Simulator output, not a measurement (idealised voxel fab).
process module | voxel local oxidation
cross-section cut | 205 nm wide | cells 5 nm
A cross-section is a grid of square cells, given in bands from the top down. A band is one or more rows of cells.
Each band's line starts with the height of the band's top and of its bottom, in nm. Then come its materials from left to right, each with its width in nm. One material with "throughout" fills the band from edge to edge. "air" is empty space.
Height 0 is the level under which the wafer as received is all one material. The lowest band goes on downwards, as in "0 down".
A width such as "30 to 40" changes by the same amount from each row of cells to the next, from the band's top row to its bottom row.
"no change" after a step means that no cell of the cross-section changed.
closed voids: empty space of 8 cells or more with no open way to the top, each as width x height at its distance from the left edge, in nm
after a step's settings: what the simulator itself notes on the step
overlay nm, on a step with a mask: how far to the right of its planned place the mask lay; to the left if negative
plan
1 op RECEIVE | material Si
2 op OXIDIZE | depth nm 5
3 op CONFORMAL_DEP | material SiN | thk nm 10
4 op MASKED_ETCH | tone cover | mask id ACTIVE | width nm 105 | etch materials SiN | depth nm 10 | overlay nm 0
5 op SELECTIVE_ETCH | etch materials SiO2 | depth nm 5
6 op OXIDIZE | depth nm 10
7 op STRIP | etch materials SiN
first wafer, as planned
as received, after step 1
  0 down: Si throughout
  closed voids: none
after step 2
  0 to -5: SiO2 throughout
  below -5: unchanged
after step 3
  10 to 0: SiN throughout
  below 0: unchanged
after step 4
  10 to 0: air 50 | SiN 105 | air 50
  below 0: unchanged
after step 5
  10 to 0: air 50 | SiN 105 | air 50
  0 to -5: air 55 | SiO2 95 | air 55
  below -5: unchanged
after step 6
  10 to 0: air 50 | SiN 105 | air 50
  0 to -5: air 55 | SiO2 95 | air 55
  -5 to -15: SiO2 65 | Si 75 | SiO2 65
  below -15: unchanged
after step 7
  0 to -5: air 55 | SiO2 95 | air 55
  below -5: unchanged
second wafer: like start, like plan, one mistake. Through step 5 it matches the first wafer
when step 6 should have ended
  10 to 0: air 50 | SiN 105 | air 50
  0 to -5: air 55 | SiO2 95 | air 55
  -5 to -20: SiO2 70 | Si 65 | SiO2 70
  below -20: unchanged
when step 7 should have ended
  0 to -5: air 55 | SiO2 95 | air 55
  below -5: unchanged
what went wrong: step 6 ran as: op OXIDIZE | depth nm 15
at the end the second wafer has, in cells: 32 fewer of Si | 32 more of SiO2
